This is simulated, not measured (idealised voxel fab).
Process module in this document: voxel gate over fins
FYI the section here is cut, 290 nm wide, cells are 5 nm squares.
Throughout this document, each cross-section is represented as a grid of square cells and is presented as a sequence of bands enumerated from the top downward, where a band comprises one or more rows of cells.
For a band, the entry starts with two heights in nm, that of the top and then that of the bottom, and carries on with the band's materials in order from left to right, each alongside its width in nm; the word "throughout" beside a single material means it fills the band edge to edge, and "air" means empty space.
Zero point of the height axis is 0; under it, received wafer = one material. Lowest band: continues down indefinitely, "0..down".
You'd read "30..40" like this: the band's top row of cells is as wide as the first number, its bottom row is as wide as the second, and going down, every row changes width by the same amount as the row before did.
Key: "no alterations made" - step with no changed cell in the cross-section.
"Unvented voids": empty spaces of 8 cells or more with no open way to the top, each given as width x height at distance, distance from the left edge, all in nm.
The remark found on a step's line after its settings is issued by the simulator itself and pertains to that step.
Among the settings permitted on a step's line is "overlay nm"; applied to a step with a mask, it specifies the extent to which the mask lay to the right of its planned position, whereas a negative figure signifies a position to the left.
### plan
step 1: RECEIVE (material Si)
step 2: CONFORMAL_DEP (material SiN; thk nm 5)
step 3: PATTERN (tone cover; mask id FINS; material resist; width nm 15; pitch nm 40; thk nm 15; overlay nm 0)
step 4: DIRECTIONAL_ETCH (etch materials SiN; depth nm 5)
step 5: DIRECTIONAL_ETCH (etch materials Si; depth nm 35)
step 6: STRIP (etch materials resist)
step 7: OXIDIZE (depth nm 5)
step 8: FILL_DEP (material SiO2; thk nm 5)
step 9: CMP (height nm 5)
step 10: SELECTIVE_ETCH (etch materials SiO2; depth nm 20)
step 11: STRIP (etch materials SiN)
step 12: CONFORMAL_DEP (material HfO2; thk nm 5)
step 13: CONFORMAL_DEP (material TiN; thk nm 5)
step 14: FILL_DEP (material W; thk nm 15)
step 15: CMP (height nm 20)
step 16: CONFORMAL_DEP (material SiN; thk nm 10)
### Incoming wafer in cross-section (state: after step 1)
	0..down | Si throughout
	Unvented voids: none
### Cross-section: first of two wafers, module finished, run according to plan
	30..20 | SiN throughout
	20..10 | W throughout
	10..5 | W: 70  TiN: 25  W: 15  TiN: 25  W: 15  TiN: 25  W: 15  TiN: 25  W: 75
	5..0 | W: 70  TiN: 5  HfO2: 15  TiN: 5  W: 15  TiN: 5  HfO2: 15  TiN: 5  W: 15  TiN: 5  HfO2: 15  TiN: 5  W: 15  TiN: 5  HfO2: 15  TiN: 5  W: 75
	0..-5 | W: 70  TiN: 5  HfO2: 5  Si: 5  HfO2: 5  TiN: 5  W: 15  TiN: 5  HfO2: 5  Si: 5  HfO2: 5  TiN: 5  W: 15  TiN: 5  HfO2: 5  Si: 5  HfO2: 5  TiN: 5  W: 15  TiN: 5  HfO2: 5  Si: 5  HfO2: 5  TiN: 5  W: 75
	-5..-10 | TiN: 75  HfO2: 5  Si: 5  HfO2: 5  TiN: 25  HfO2: 5  Si: 5  HfO2: 5  TiN: 25  HfO2: 5  Si: 5  HfO2: 5  TiN: 25  HfO2: 5  Si: 5  HfO2: 5  TiN: 80
	-10..-15 | HfO2: 80  Si: 5  HfO2: 35  Si: 5  HfO2: 35  Si: 5  HfO2: 35  Si: 5  HfO2: 85
	-15..-40 | SiO2: 80  Si: 5  SiO2: 35  Si: 5  SiO2: 35  Si: 5  SiO2: 35  Si: 5  SiO2: 85
	-40..down | Si throughout
	Unvented voids: none
### Cross-section at end of module for the second wafer of two, which matched the first in starting point and plan and differed by one mistake in its processing
	30..20 | SiN throughout
	20..15 | W throughout
	15..10 | TiN throughout
	10..5 | HfO2: 80  TiN: 5  HfO2: 35  TiN: 5  HfO2: 35  TiN: 5  HfO2: 35  TiN: 5  HfO2: 85
	5..0 | HfO2 throughout
	0..-35 | HfO2: 75  SiO2: 5  Si: 5  SiO2: 5  HfO2: 25  SiO2: 5  Si: 5  SiO2: 5  HfO2: 25  SiO2: 5  Si: 5  SiO2: 5  HfO2: 25  SiO2: 5  Si: 5  SiO2: 5  HfO2: 80
	-35..-40 | SiO2: 80  Si: 5  SiO2: 35  Si: 5  SiO2: 35  Si: 5  SiO2: 35  Si: 5  SiO2: 85
	-40..down | Si throughout
	Unvented voids: none
Deviation noted in wafer processing: step 8 was not run as planned; what actually ran was FILL_DEP (material HfO2; thk nm 5)
Once processing is complete, comparing cell counts shows that the second wafer has more or fewer of certain materials than the first: +352 HfO2, -160 SiO2, -20 TiN, -172 W
